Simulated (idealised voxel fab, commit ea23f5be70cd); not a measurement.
The following process module bears the name voxel ribs on slabs.
It is cross-section cut that appears here, measuring 205 nm in width, its square cells being 5 nm in size.
Think of the cross-section as a grid of square cells. We describe it in bands, top to bottom, and each band covers one or more rows of those cells.
Within each band entry, the heights of the top and of the bottom of the band appear first, in that order and in nm; the materials of the band then follow from left to right, each with its corresponding width in nm. The designation "full width" on a single material indicates that it fills the band from edge to edge; the designation "blank" indicates empty space.
The reference from which all heights are counted is 0, the level beneath which the as-received wafer is entirely one material; the lowest band, having no lower bound, proceeds downward and is written after the example "0 nm and below".
Width "30 to 40": first value at the band's top row of cells, second value at its bottom row, equal change from row to row.
"remains unaltered" (step): cross-section cells unchanged, all of them.
"Cavities, closed" contains a list of empty spaces, each no smaller than 8 cells and without an open way to the top, written in the form width x height at distance with the distance from the left edge and all three in nm.
Heads up: the bit after the settings on a step's line is the simulator's remark on that step.
Steps that use a mask can have "overlay nm" on their line. It says how far the mask sat to the right of where it was meant to be. Negative means to the left.
Set out below are the planned steps of the process
1) RECEIVE (material Si)
2) DIRECTIONAL_DEP (material SiO2; thk nm 25)
3) DIRECTIONAL_DEP (material SiN; thk nm 15)
4) DIRECTIONAL_DEP (material aC; thk nm 15)
5) PATTERN (tone cover; mask id RIB; material resist; width nm 20; thk nm 30; overlay nm 0)
6) DIRECTIONAL_ETCH (etch materials aC; depth nm 5)
7) STRIP (etch materials resist)
8) DIRECTIONAL_ETCH (etch materials SiN; depth nm 5)
9) STRIP (etch materials aC)
10) MASKED_ETCH (tone cover; mask id SLAB; width nm 80; etch materials SiN; depth nm 10; overlay nm 0)
11) FILL_DEP (material SiO2; thk nm 25)
12) CMP (height nm 55)
13) DIRECTIONAL_DEP (material TiN; thk nm 5)
14) PATTERN (tone cover; mask id HEATER; material resist; width nm 30; thk nm 15; overlay nm 0)
15) DIRECTIONAL_ETCH (etch materials TiN; depth nm 5)
16) STRIP (etch materials resist)
17) CONFORMAL_DEP (material SiO2; thk nm 10)
The plan shows the depth nm of step 6 as the first wafer had it; this setting differs between the wafers, which start out alike.
As-received state after step 1, first of several wafers, cross-section
  0 nm and below  Si full width
  Cavities, closed: none
Here is how to read the rows: every wafer has a row, and it shows the wafer at the end of the module, giving for each material how many cells were gained (+) or lost (-) since the wafer was received, then listing its closed voids
depth nm 5; +73 SiN; +464 SiO2; +6 TiN; Cavities, closed: none
depth nm 10; +73 SiN; +464 SiO2; +6 TiN; Cavities, closed: none
depth nm 15; +36 SiN; +501 SiO2; +6 TiN; Cavities, closed: none
depth nm 20; +36 SiN; +501 SiO2; +6 TiN; Cavities, closed: none
depth nm 25; +36 SiN; +501 SiO2; +6 TiN; Cavities, closed: none
depth nm 30; +36 SiN; +501 SiO2; +6 TiN; Cavities, closed: none
